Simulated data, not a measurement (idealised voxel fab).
This is a process module. Its name is voxel self aligned vias.
Displayed cross-section: cut, width of 225 nm, square cells sized 5 nm.
Each cross-section below is a grid of square cells, stated as bands in top-down order, with one or more rows of cells making up each band. Read a band's entry like this: the first values are the height of its top and the height of its bottom in nm, and what follows is the sequence of materials from left to right, each with its width in nm. Note that "blank" is empty space, and that a single material marked "throughout" reaches across the band from edge to edge. For the purposes of this specification, 0 denotes the height below which the wafer in its as-received condition is composed wholly of one material, and the lowermost band, lacking a lower limit, extends downward without end, as expressed in "top 0, no bottom". A two-number width, for instance "30..40", indicates that the width is equal to the first number in the top row of the band and to the second number in the bottom row, and that it changes by a constant amount per row of cells. "same as before", as given for a step, is the statement that not any cell of the cross-section underwent a change during that step. Under "closed voids" you'll find the enclosed gaps, the ones with no way out to the top, that are 8 cells or bigger; each reads width x height at distance, with distance counted from the left edge, everything in nm. That trailing text on a step's line, after the settings, is the simulator's own remark on the step. Steps that use a mask can have "overlay nm" on their line. It says how far the mask sat to the right of where it was meant to be. Negative means to the left.
**Set out below are the planned steps of the process**
1,RECEIVE,material Si
2,CONFORMAL_DEP,material SiO2,thk nm 15
3,CONFORMAL_DEP,material SiCN,thk nm 5
4,DIRECTIONAL_DEP,material lowk,thk nm 25
5,DIRECTIONAL_DEP,material aC,thk nm 10
6,PATTERN,tone open,mask id LINES,material resist,width nm 20,pitch nm 65,thk nm 25,overlay nm 0
7,DIRECTIONAL_ETCH,etch materials aC,depth nm 10
8,STRIP,etch materials resist
9,DIRECTIONAL_ETCH,etch materials lowk,depth nm 25
10,STRIP,etch materials aC
11,CONFORMAL_DEP,material TiN,thk nm 5
12,FILL_DEP,material Ru,thk nm 10
13,CMP,height nm 45
14,SELECTIVE_ETCH,etch materials W Ru TiN,depth nm 5
15,FILL_DEP,material SiN,thk nm 10
16,CMP,height nm 45
17,DIRECTIONAL_DEP,material lowk,thk nm 15
18,DIRECTIONAL_DEP,material aC,thk nm 5
19,PATTERN,tone open,mask id VIAS,material resist,width nm 40,pitch nm 130,thk nm 30,overlay nm 0
20,DIRECTIONAL_ETCH,etch materials aC,depth nm 15
21,STRIP,etch materials resist
22,DIRECTIONAL_ETCH,etch materials lowk,depth nm 15
23,DIRECTIONAL_ETCH,etch materials SiN,depth nm 5
24,STRIP,etch materials aC
25,CONFORMAL_DEP,material TiN,thk nm 5
26,FILL_DEP,material Cu,thk nm 5
27,CMP,height nm 60
28,CONFORMAL_DEP,material SiN,thk nm 5
varied across the wafers: thk nm of step 18. The plan shows the first wafer's value. All wafers start alike
**Cross-section of the first of several wafers as received (after step 1)**
* top 0, no bottom  Si throughout
* closed voids: none
**End of module, by wafer: material-by-material cell gain (+) or loss (-) since receipt, then closed voids**
thk nm 5; +28 Cu; +18 Ru; +45 SiCN; +49 SiN; +135 SiO2; +58 TiN; +252 lowk; closed voids: none
thk nm 10; +28 Cu; +18 Ru; +45 SiCN; +49 SiN; +135 SiO2; +58 TiN; +252 lowk; closed voids: none
thk nm 15; +28 Cu; +18 Ru; +45 SiCN; +49 SiN; +135 SiO2; +58 TiN; +252 lowk; closed voids: none
thk nm 20; +18 Ru; +45 SiCN; +57 SiN; +135 SiO2; +30 TiN; +300 lowk; closed voids: none
thk nm 25; +18 Ru; +45 SiCN; +57 SiN; +135 SiO2; +30 TiN; +300 lowk; closed voids: none
thk nm 30; +18 Ru; +45 SiCN; +57 SiN; +135 SiO2; +30 TiN; +300 lowk; closed voids: none
